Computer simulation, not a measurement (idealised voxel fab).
You're looking at the process module voxel transistor to metal.
Cross-sectional view cut (width: 140 nm; square cell size: 5 nm).
Think of the cross-section as a grid of square cells. We describe it in bands, top to bottom, and each band covers one or more rows of those cells. Band entry format. Leading values: height of top, height of bottom, nm. Remainder: materials in left-to-right order, each with its width in nm. Special words: "throughout" on a single material, which then fills the band edge to edge; "empty", empty space. Heights are reckoned from 0. Under this level, the received wafer is all of one material. The bottommost band is open-ended downward, for example "0 down". Quick explanation for "30..40": the width changes in equal steps down the rows of cells, from the first number in the band's top row to the second number in its bottom row. The designation "no change", where it is given for a processing step, indicates that no cell of the cross-section was altered in the course of that step. Listed in "Enclosed void catalog": every empty space of 8 or more cells without an open way to the top. Form: width x height at distance, the distance being from the left edge, all in nm. Note: text after step settings on the step line = simulator remark on that step. The "overlay nm" setting may appear on a step's line; for a step that uses a mask, it gives how far to the right of its planned position the mask lay, and a negative value indicates the left.
Steps in the process plan:
1,RECEIVE | material Si
2,CONFORMAL_DEP | material SiO2 | thk nm 5
3,CONFORMAL_DEP | material SiN | thk nm 10
4,MASKED_ETCH | tone cover | mask id ACTIVE | width nm 95 | etch materials SiN | depth nm 10 | overlay nm 0
5,MASKED_ETCH | tone cover | mask id ACTIVE | width nm 95 | etch materials SiO2 | depth nm 5 | overlay nm 0
6,MASKED_ETCH | tone cover | mask id ACTIVE | width nm 95 | etch materials Si | depth nm 35 | overlay nm 0
7,FILL_DEP | material SiO2 | thk nm 10
8,CMP | height nm 15
9,SELECTIVE_ETCH | etch materials SiO2 | depth nm 5
10,STRIP | etch materials SiN
11,SELECTIVE_ETCH | etch materials SiO2 | depth nm 5
12,OXIDIZE | depth nm 5
13,DIRECTIONAL_DEP | material polySi | thk nm 25
14,DIRECTIONAL_DEP | material SiCN | thk nm 15
15,DIRECTIONAL_DEP | material aC | thk nm 10
16,PATTERN | tone cover | mask id GATE | material resist | width nm 15 | thk nm 25 | overlay nm 0
17,DIRECTIONAL_ETCH | etch materials aC | depth nm 10
18,STRIP | etch materials resist
19,DIRECTIONAL_ETCH | etch materials SiCN | depth nm 25
20,DIRECTIONAL_ETCH | etch materials polySi | depth nm 35
21,STRIP | etch materials aC
22,CONFORMAL_DEP | material SiO2 | thk nm 5
23,DIRECTIONAL_ETCH | etch materials SiO2 | depth nm 5
24,CONFORMAL_DEP | material SiN | thk nm 5
25,DIRECTIONAL_ETCH | etch materials SiN | depth nm 5
26,DIRECTIONAL_ETCH | etch materials SiO2 | depth nm 5
27,DIRECTIONAL_ETCH | etch materials Si | depth nm 15
28,EPI | material nSi | thk nm 20
29,FILL_DEP | material SiO2 | thk nm 5
30,CMP | height nm 40
31,DIRECTIONAL_DEP | material SiO2 | thk nm 10
32,MASKED_ETCH | tone open | mask id CONTACT | width nm 30 | pitch nm 55 | etch materials SiO2 | depth nm 35 | overlay nm 0
33,CONFORMAL_DEP | material TiN | thk nm 5
34,FILL_DEP | material W | thk nm 10
35,CMP | height nm 50
36,DIRECTIONAL_DEP | material TiN | thk nm 5
37,DIRECTIONAL_DEP | material Ru | thk nm 20
38,DIRECTIONAL_DEP | material aC | thk nm 15
39,PATTERN | tone cover | mask id METAL_1 | material resist | width nm 20 | pitch nm 65 | thk nm 30 | overlay nm 0
40,DIRECTIONAL_ETCH | etch materials aC | depth nm 15
41,STRIP | etch materials resist
42,DIRECTIONAL_ETCH | etch materials Ru | depth nm 20
43,DIRECTIONAL_ETCH | etch materials TiN | depth nm 5
44,STRIP | etch materials aC
45,CONFORMAL_DEP | material SiCN | thk nm 5
46,FILL_DEP | material SiO2 | thk nm 10
47,CMP | height nm 75
48,CONFORMAL_DEP | material SiN | thk nm 5
First of two wafers: run as planned:
As-received wafer cross-section (after step 1):
> 0 down  Si throughout
> Enclosed void catalog: none
Cross-sectional representation of the wafer at the conclusion of step 2:
> 5 to 0  SiO2 throughout
> All layers under 0 are left as they were.
Cross-sectional representation of the wafer at the conclusion of step 3:
> 15 to 5  SiN throughout
> All layers under 5 are left as they were.
Cross-sectional representation of the wafer at the conclusion of step 4:
> 15 to 5  empty (20) / SiN (95) / empty (25)
> All layers under 5 are left as they were.
Cross-sectional representation of the wafer at the conclusion of step 5:
> 15 to 5  empty (20) / SiN (95) / empty (25)
> 5 to 0  empty (20) / SiO2 (95) / empty (25)
> All layers under 0 are left as they were.
Cross-sectional representation of the wafer at the conclusion of step 6:
> 15 to 5  empty (20) / SiN (95) / empty (25)
> 5 to 0  empty (20) / SiO2 (95) / empty (25)
> 0 to -35  empty (20) / Si (95) / empty (25)
> All layers under -35 are left as they were.
Cross-sectional representation of the wafer at the conclusion of step 7:
> 25 to 15  SiO2 throughout
> 15 to 5  SiO2 (20) / SiN (95) / SiO2 (25)
> 5 to 0  SiO2 throughout
> 0 to -35  SiO2 (20) / Si (95) / SiO2 (25)
> All layers under -35 are left as they were.
Cross-sectional representation of the wafer at the conclusion of step 8:
> 15 to 5  SiO2 (20) / SiN (95) / SiO2 (25)
> All layers under 5 are left as they were.
Cross-sectional representation of the wafer at the conclusion of step 9:
> 15 to 10  empty (20) / SiN (95) / empty (25)
> All layers under 10 are left as they were.
Cross-sectional representation of the wafer at the conclusion of step 10:
> 10 to 5  SiO2 (20) / empty (95) / SiO2 (25)
> All layers under 5 are left as they were.
Cross-sectional representation of the wafer at the conclusion of step 11:
> 5 to 0  SiO2 (15) / empty (105) / SiO2 (20)
> All layers under 0 are left as they were.
Cross-sectional representation of the wafer at the conclusion of step 12:
> 5 to 0  SiO2 (15) / empty (105) / SiO2 (20)
> 0 to -5  SiO2 throughout
> All layers under -5 are left as they were.
Cross-sectional representation of the wafer at the conclusion of step 13:
> 30 to 25  polySi (15) / empty (105) / polySi (20)
> 25 to 5  polySi throughout
> 5 to 0  SiO2 (15) / polySi (105) / SiO2 (20)
> All layers under 0 are left as they were.
Cross-sectional representation of the wafer at the conclusion of step 14:
> 45 to 40  SiCN (15) / empty (105) / SiCN (20)
> 40 to 30  SiCN throughout
> 30 to 25  polySi (15) / SiCN (105) / polySi (20)
> All layers under 25 are left as they were.
Cross-sectional representation of the wafer at the conclusion of step 15:
> 55 to 50  aC (15) / empty (105) / aC (20)
> 50 to 45  aC throughout
> 45 to 40  SiCN (15) / aC (105) / SiCN (20)
> All layers under 40 are left as they were.
Cross-sectional representation of the wafer at the conclusion of step 16:
> 80 to 55  empty (60) / resist (15) / empty (65)
> 55 to 50  aC (15) / empty (45) / resist (15) / empty (45) / aC (20)
> All layers under 50 are left as they were.
Cross-sectional representation of the wafer at the conclusion of step 17:
> 70 to 50  empty (60) / resist (15) / empty (65)
> 50 to 45  empty (60) / aC (15) / empty (65)
> 45 to 40  SiCN (15) / empty (45) / aC (15) / empty (45) / SiCN (20)
> All layers under 40 are left as they were.
Cross-sectional representation of the wafer at the conclusion of step 18:
> 50 to 45  empty (60) / aC (15) / empty (65)
> All layers under 45 are left as they were.
Cross-sectional representation of the wafer at the conclusion of step 19:
> 50 to 40  empty (60) / aC (15) / empty (65)
> 40 to 30  empty (60) / SiCN (15) / empty (65)
> 30 to 25  polySi (15) / empty (45) / SiCN (15) / empty (45) / polySi (20)
> All layers under 25 are left as they were.
Cross-sectional representation of the wafer at the conclusion of step 20:
> 50 to 40  empty (60) / aC (15) / empty (65)
> 40 to 25  empty (60) / SiCN (15) / empty (65)
> 25 to 5  empty (60) / polySi (15) / empty (65)
> 5 to 0  SiO2 (15) / empty (45) / polySi (15) / empty (45) / SiO2 (20)
> All layers under 0 are left as they were.
Cross-sectional representation of the wafer at the conclusion of step 21:
> 40 to 25  empty (60) / SiCN (15) / empty (65)
> All layers under 25 are left as they were.
Cross-sectional representation of the wafer at the conclusion of step 22:
> 45 to 40  empty (55) / SiO2 (25) / empty (60)
> 40 to 25  empty (55) / SiO2 (5) / SiCN (15) / SiO2 (5) / empty (60)
> 25 to 10  empty (55) / SiO2 (5) / polySi (15) / SiO2 (5) / empty (60)
> 10 to 5  SiO2 (20) / empty (35) / SiO2 (5) / polySi (15) / SiO2 (5) / empty (35) / SiO2 (25)
> 5 to 0  SiO2 (60) / polySi (15) / SiO2 (65)
> All layers under 0 are left as they were.
Cross-sectional representation of the wafer at the conclusion of step 23:
> 40 to 25  empty (55) / SiO2 (5) / SiCN (15) / SiO2 (5) / empty (60)
> 25 to 5  empty (55) / SiO2 (5) / polySi (15) / SiO2 (5) / empty (60)
> 5 to 0  SiO2 (20) / empty (35) / SiO2 (5) / polySi (15) / SiO2 (5) / empty (35) / SiO2 (25)
> All layers under 0 are left as they were.
Cross-sectional representation of the wafer at the conclusion of step 24:
> 45 to 40  empty (50) / SiN (35) / empty (55)
> 40 to 25  empty (50) / SiN (5) / SiO2 (5) / SiCN (15) / SiO2 (5) / SiN (5) / empty (55)
> 25 to 10  empty (50) / SiN (5) / SiO2 (5) / polySi (15) / SiO2 (5) / SiN (5) / empty (55)
> 10 to 5  SiN (25) / empty (25) / SiN (5) / SiO2 (5) / polySi (15) / SiO2 (5) / SiN (5) / empty (25) / SiN (30)
> 5 to 0  SiO2 (20) / SiN (35) / SiO2 (5) / polySi (15) / SiO2 (5) / SiN (35) / SiO2 (25)
> All layers under 0 are left as they were.
Cross-sectional representation of the wafer at the conclusion of step 25:
> 40 to 25  empty (50) / SiN (5) / SiO2 (5) / SiCN (15) / SiO2 (5) / SiN (5) / empty (55)
> 25 to 5  empty (50) / SiN (5) / SiO2 (5) / polySi (15) / SiO2 (5) / SiN (5) / empty (55)
> 5 to 0  SiO2 (20) / SiN (5) / empty (25) / SiN (5) / SiO2 (5) / polySi (15) / SiO2 (5) / SiN (5) / empty (25) / SiN (5) / SiO2 (25)
> All layers under 0 are left as they were.
Cross-sectional representation of the wafer at the conclusion of step 26:
> 40 to 35  empty (50) / SiN (5) / empty (5) / SiCN (15) / empty (5) / SiN (5) / empty (55)
> 35 to 25  empty (50) / SiN (5) / SiO2 (5) / SiCN (15) / SiO2 (5) / SiN (5) / empty (55)
> 25 to 5  empty (50) / SiN (5) / SiO2 (5) / polySi (15) / SiO2 (5) / SiN (5) / empty (55)
> 5 to 0  empty (20) / SiN (5) / empty (25) / SiN (5) / SiO2 (5) / polySi (15) / SiO2 (5) / SiN (5) / empty (25) / SiN (5) / empty (25)
> 0 to -5  SiO2 (25) / empty (25) / SiO2 (35) / empty (25) / SiO2 (30)
> All layers under -5 are left as they were.
Cross-sectional representation of the wafer at the conclusion of step 27:
> 40 to 35  empty (50) / SiN (5) / empty (5) / SiCN (15) / empty (5) / SiN (5) / empty (55)
> 35 to 25  empty (50) / SiN (5) / SiO2 (5) / SiCN (15) / SiO2 (5) / SiN (5) / empty (55)
> 25 to 5  empty (50) / SiN (5) / SiO2 (5) / polySi (15) / SiO2 (5) / SiN (5) / empty (55)
> 5 to 0  empty (20) / SiN (5) / empty (25) / SiN (5) / SiO2 (5) / polySi (15) / SiO2 (5) / SiN (5) / empty (25) / SiN (5) / empty (25)
> 0 to -5  SiO2 (25) / empty (25) / SiO2 (35) / empty (25) / SiO2 (30)
> -5 to -20  SiO2 (20) / Si (5) / empty (25) / Si (35) / empty (25) / Si (5) / SiO2 (25)
> All layers under -20 are left as they were.
Cross-sectional representation of the wafer at the conclusion of step 28:
> 40 to 35  empty (50) / SiN (5) / empty (5) / SiCN (15) / empty (5) / SiN (5) / empty (55)
> 35 to 25  empty (50) / SiN (5) / SiO2 (5) / SiCN (15) / SiO2 (5) / SiN (5) / empty (55)
> 25 to 15  empty (50) / SiN (5) / SiO2 (5) / polySi (15) / SiO2 (5) / SiN (5) / empty (55)
> 15 to 5  empty (15) / nSi (35) / SiN (5) / SiO2 (5) / polySi (15) / SiO2 (5) / SiN (5) / nSi (35) / empty (20)
> 5 to 0  empty (15) / nSi (5) / SiN (5) / nSi (25) / SiN (5) / SiO2 (5) / polySi (15) / SiO2 (5) / SiN (5) / nSi (25) / SiN (5) / nSi (5) / empty (20)
> 0 to -5  SiO2 (25) / nSi (25) / SiO2 (35) / nSi (25) / SiO2 (30)
> -5 to -20  SiO2 (20) / Si (5) / nSi (25) / Si (35) / nSi (25) / Si (5) / SiO2 (25)
> All layers under -20 are left as they were.
Cross-sectional representation of the wafer at the conclusion of step 29:
> 45 to 40  SiO2 throughout
> 40 to 25  SiO2 (50) / SiN (5) / SiO2 (5) / SiCN (15) / SiO2 (5) / SiN (5) / SiO2 (55)
> 25 to 15  SiO2 (50) / SiN (5) / SiO2 (5) / polySi (15) / SiO2 (5) / SiN (5) / SiO2 (55)
> 15 to 5  SiO2 (15) / nSi (35) / SiN (5) / SiO2 (5) / polySi (15) / SiO2 (5) / SiN (5) / nSi (35) / SiO2 (20)
> 5 to 0  SiO2 (15) / nSi (5) / SiN (5) / nSi (25) / SiN (5) / SiO2 (5) / polySi (15) / SiO2 (5) / SiN (5) / nSi (25) / SiN (5) / nSi (5) / SiO2 (20)
> All layers under 0 are left as they were.
Cross-sectional representation of the wafer at the conclusion of step 30:
> 40 to 25  SiO2 (50) / SiN (5) / SiO2 (5) / SiCN (15) / SiO2 (5) / SiN (5) / SiO2 (55)
> All layers under 25 are left as they were.
Cross-sectional representation of the wafer at the conclusion of step 31:
> 50 to 40  SiO2 throughout
> All layers under 40 are left as they were.
Cross-sectional representation of the wafer at the conclusion of step 32:
> 50 to 40  SiO2 (25) / empty (30) / SiO2 (25) / empty (30) / SiO2 (30)
> 40 to 25  SiO2 (25) / empty (25) / SiN (5) / SiO2 (5) / SiCN (15) / SiO2 (5) / SiN (5) / empty (25) / SiO2 (30)
> 25 to 15  SiO2 (25) / empty (25) / SiN (5) / SiO2 (5) / polySi (15) / SiO2 (5) / SiN (5) / empty (25) / SiO2 (30)
> All layers under 15 are left as they were.
Cross-sectional representation of the wafer at the conclusion of step 33:
> 55 to 50  TiN (30) / empty (20) / TiN (35) / empty (20) / TiN (35)
> 50 to 40  SiO2 (25) / TiN (5) / empty (20..15) / TiN (5..10) / SiO2 (25) / TiN (5..10) / empty (20..15) / TiN (5) / SiO2 (30)
> 40 to 25  SiO2 (25) / TiN (5) / empty (15) / TiN (5) / SiN (5) / SiO2 (5) / SiCN (15) / SiO2 (5) / SiN (5) / TiN (5) / empty (15) / TiN (5) / SiO2 (30)
> 25 to 20  SiO2 (25) / TiN (5) / empty (15) / TiN (5) / SiN (5) / SiO2 (5) / polySi (15) / SiO2 (5) / SiN (5) / TiN (5) / empty (15) / TiN (5) / SiO2 (30)
> 20 to 15  SiO2 (25) / TiN (25) / SiN (5) / SiO2 (5) / polySi (15) / SiO2 (5) / SiN (5) / TiN (25) / SiO2 (30)
> All layers under 15 are left as they were.
Cross-sectional representation of the wafer at the conclusion of step 34:
> 65 to 55  W throughout
> 55 to 50  TiN (30) / W (20) / TiN (35) / W (20) / TiN (35)
> 50 to 40  SiO2 (25) / TiN (5) / W (20..15) / TiN (5..10) / SiO2 (25) / TiN (5..10) / W (20..15) / TiN (5) / SiO2 (30)
> 40 to 25  SiO2 (25) / TiN (5) / W (15) / TiN (5) / SiN (5) / SiO2 (5) / SiCN (15) / SiO2 (5) / SiN (5) / TiN (5) / W (15) / TiN (5) / SiO2 (30)
> 25 to 20  SiO2 (25) / TiN (5) / W (15) / TiN (5) / SiN (5) / SiO2 (5) / polySi (15) / SiO2 (5) / SiN (5) / TiN (5) / W (15) / TiN (5) / SiO2 (30)
> All layers under 20 are left as they were.
Cross-sectional representation of the wafer at the conclusion of step 35:
> 50 to 40  SiO2 (25) / TiN (5) / W (20..15) / TiN (5..10) / SiO2 (25) / TiN (5..10) / W (20..15) / TiN (5) / SiO2 (30)
> All layers under 40 are left as they were.
Cross-sectional representation of the wafer at the conclusion of step 36:
> 55 to 50  TiN throughout
> All layers under 50 are left as they were.
Cross-sectional representation of the wafer at the conclusion of step 37:
> 75 to 55  Ru throughout
> All layers under 55 are left as they were.
Cross-sectional representation of the wafer at the conclusion of step 38:
> 90 to 75  aC throughout
> All layers under 75 are left as they were.
Cross-sectional representation of the wafer at the conclusion of step 39:
> 120 to 90  empty (25) / resist (20) / empty (45) / resist (20) / empty (30)
> All layers under 90 are left as they were.
Cross-sectional representation of the wafer at the conclusion of step 40:
> 105 to 90  empty (25) / resist (20) / empty (45) / resist (20) / empty (30)
> 90 to 75  empty (25) / aC (20) / empty (45) / aC (20) / empty (30)
> All layers under 75 are left as they were.
Cross-sectional representation of the wafer at the conclusion of step 41:
> 90 to 75  empty (25) / aC (20) / empty (45) / aC (20) / empty (30)
> All layers under 75 are left as they were.
Cross-sectional representation of the wafer at the conclusion of step 42:
> 90 to 75  empty (25) / aC (20) / empty (45) / aC (20) / empty (30)
> 75 to 55  empty (25) / Ru (20) / empty (45) / Ru (20) / empty (30)
> All layers under 55 are left as they were.
Cross-sectional representation of the wafer at the conclusion of step 43:
> 90 to 75  empty (25) / aC (20) / empty (45) / aC (20) / empty (30)
> 75 to 55  empty (25) / Ru (20) / empty (45) / Ru (20) / empty (30)
> 55 to 50  empty (25) / TiN (20) / empty (45) / TiN (20) / empty (30)
> All layers under 50 are left as they were.
Cross-sectional representation of the wafer at the conclusion of step 44:
> 75 to 55  empty (25) / Ru (20) / empty (45) / Ru (20) / empty (30)
> All layers under 55 are left as they were.
Cross-sectional representation of the wafer at the conclusion of step 45:
> 80 to 75  empty (20) / SiCN (30) / empty (35) / SiCN (30) / empty (25)
> 75 to 55  empty (20) / SiCN (5) / Ru (20) / SiCN (5) / empty (35) / SiCN (5) / Ru (20) / SiCN (5) / empty (25)
> 55 to 50  SiCN (25) / TiN (20) / SiCN (45) / TiN (20) / SiCN (30)
> All layers under 50 are left as they were.
Cross-sectional representation of the wafer at the conclusion of step 46:
> 90 to 80  SiO2 throughout
> 80 to 75  SiO2 (20) / SiCN (30) / SiO2 (35) / SiCN (30) / SiO2 (25)
> 75 to 55  SiO2 (20) / SiCN (5) / Ru (20) / SiCN (5) / SiO2 (35) / SiCN (5) / Ru (20) / SiCN (5) / SiO2 (25)
> All layers under 55 are left as they were.
Cross-sectional representation of the wafer at the conclusion of step 47:
> 75 to 55  SiO2 (20) / SiCN (5) / Ru (20) / SiCN (5) / SiO2 (35) / SiCN (5) / Ru (20) / SiCN (5) / SiO2 (25)
> All layers under 55 are left as they were.
Cross-sectional representation of the wafer at the conclusion of step 48:
> 80 to 75  SiN throughout
> All layers under 75 are left as they were.
Wafer two: like wafer one in start and plan, but with one mistake in execution; identical up to and including step 47:
Planned end of step 48: second wafer, cross-section:
> 80 to 75  aC throughout
> All layers under 75 are left as they were.
Deviation from plan: in deviation from the planned setting, step 48 was conducted as CONFORMAL_DEP | material aC | thk nm 5
at the end the second wafer has, in cells: SiN: 28 fewer; aC: 28 more
